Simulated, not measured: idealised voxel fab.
process module | voxel trench capacitor
cross-section cut | 140 nm wide | cells 5 nm
A cross-section is a grid of square cells, given in bands from the top down. A band is one or more rows of cells.
Each band's line starts with the height of the band's top and of its bottom, in nm. Then come its materials from left to right, each with its width in nm. One material with "throughout" fills the band from edge to edge. "air" is empty space.
Height 0 is the level under which the wafer as received is all one material. The lowest band goes on downwards, as in "0 down".
A width such as "30 to 40" changes by the same amount from each row of cells to the next, from the band's top row to its bottom row.
"no change" after a step means that no cell of the cross-section changed.
closed voids: empty space of 8 cells or more with no open way to the top, each as width x height at its distance from the left edge, in nm
after a step's settings: what the simulator itself notes on the step
overlay nm, on a step with a mask: how far to the right of its planned place the mask lay; to the left if negative
plan
1 op RECEIVE | material Si
2 op CONFORMAL_DEP | material SiN | thk nm 10
3 op PATTERN | tone open | mask id TRENCH | material resist | width nm 30 | pitch nm 55 | thk nm 20 | overlay nm 0
4 op DIRECTIONAL_ETCH | etch materials SiN | depth nm 10
5 op DIRECTIONAL_ETCH | etch materials Si | depth nm 35
6 op STRIP | etch materials resist
7 op CONFORMAL_DEP | material HfO2 | thk nm 5
8 op CONFORMAL_DEP | material TiN | thk nm 5
9 op FILL_DEP | material W | thk nm 10
10 op CMP | height nm 10
as received, after step 1
  0 down: Si throughout
  closed voids: none
a wafer at the end: this start, this plan, one mistake
  10 to 0: SiN 30 | HfO2 5 | TiN 10 | HfO2 5 | SiN 35 | HfO2 5 | TiN 10 | HfO2 5 | SiN 35
  0 to -30: Si 30 | HfO2 5 | TiN 10 | HfO2 5 | Si 35 | HfO2 5 | TiN 10 | HfO2 5 | Si 35
  -30 to -35: Si 30 | HfO2 20 | Si 35 | HfO2 20 | Si 35
  -35 down: Si throughout
  closed voids: none
what went wrong: step 3 ran as: op PATTERN | tone open | mask id TRENCH | material resist | width nm 20 | pitch nm 55 | thk nm 20 | overlay nm 0
